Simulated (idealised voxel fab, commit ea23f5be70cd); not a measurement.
process module | voxel ribs on slabs
Displayed cross-section: cut, width of 150 nm, square cells sized 5 nm.
Format of a cross-section: grid, square cells. Given as bands. Order: top down. Band: one or more rows of cells.
Heads up on the band format: heights come first, top then bottom, in nm. After that it's the materials left to right, each with its width in nm. A single material flagged "all across" fills the whole band edge to edge, and "blank" means there's empty space there.
Heights are reckoned from 0. Under this level, the received wafer is all of one material. The bottommost band is open-ended downward, for example "0 -> down".
Quick explanation for "30 to 40": the width changes in equal steps down the rows of cells, from the first number in the band's top row to the second number in its bottom row.
Reading "all unchanged" for a step: not a cell of the cross-section changed in it.
The entry "Closed cavities" lists the empty spaces that cover at least 8 cells and have no open path to the top. Each is written as width x height at distance, where the distance is measured from the left edge and all three values are in nm.
It should be noted that, on the line of a given step, the content following the step's settings is a remark produced by the simulator itself with respect to that step.
A step line may carry the setting "overlay nm", which, for steps involving a mask, states the distance by which the mask lay to the right of its intended position; negative values denote displacement to the left.

Steps in the process plan:
step 1: RECEIVE with material Si
step 2: DIRECTIONAL_DEP with material SiO2, thk nm 25
step 3: DIRECTIONAL_DEP with material polySi, thk nm 15
step 4: DIRECTIONAL_DEP with material aC, thk nm 10
step 5: PATTERN with tone cover, mask id RIB, material resist, width nm 25, thk nm 25, overlay nm 0
step 6: DIRECTIONAL_ETCH with etch materials aC, depth nm 10
step 7: STRIP with etch materials resist
step 8: DIRECTIONAL_ETCH with etch materials polySi, depth nm 10
step 9: STRIP with etch materials aC
step 10: PATTERN with tone cover, mask id SLAB, material resist, width nm 85, thk nm 20, overlay nm 0
step 11: DIRECTIONAL_ETCH with etch materials polySi, depth nm 5
step 12: STRIP with etch materials resist
step 13: FILL_DEP with material SiO2, thk nm 25
step 14: CMP with height nm 60
step 15: DIRECTIONAL_DEP with material W, thk nm 5
step 16: DIRECTIONAL_DEP with material aC, thk nm 15
step 17: PATTERN with tone cover, mask id HEATER, material resist, width nm 35, thk nm 30, overlay nm 0
step 18: DIRECTIONAL_ETCH with etch materials aC, depth nm 15
step 19: STRIP with etch materials resist
step 20: DIRECTIONAL_ETCH with etch materials W, depth nm 5
step 21: STRIP with etch materials aC
step 22: CONFORMAL_DEP with material SiO2, thk nm 5

Received-state cross-section, reflecting completion of step 1:
0 -> down  Si all across
Closed cavities: none

First wafer of two, sectioned at end of module; run went per plan:
70 -> 65  blank: 50, then SiO2: 45, then blank: 55
65 -> 60  SiO2: 55, then W: 35, then SiO2: 60
60 -> 40  SiO2 all across
40 -> 30  SiO2: 60, then polySi: 25, then SiO2: 65
30 -> 25  SiO2: 30, then polySi: 85, then SiO2: 35
25 -> 0  SiO2 all across
0 -> down  Si all across
Closed cavities: none

Second wafer cross-section at end of module - shared start and plan with the first, one mistake in the run:
70 -> 65  blank: 50, then SiO2: 45, then blank: 55
65 -> 60  SiO2: 55, then W: 35, then SiO2: 60
60 -> 40  SiO2 all across
40 -> 35  SiO2: 30, then polySi: 85, then SiO2: 35
35 -> 25  aC all across
25 -> 0  SiO2 all across
0 -> down  Si all across
Closed cavities: none
What broke from the plan during processing? sequence error: steps 3 and 4 interchanged
Bottom line after processing is that, in cells, the second wafer is up or down on some materials versus the first: 50 fewer of SiO2; 60 more of aC; 10 fewer of polySi
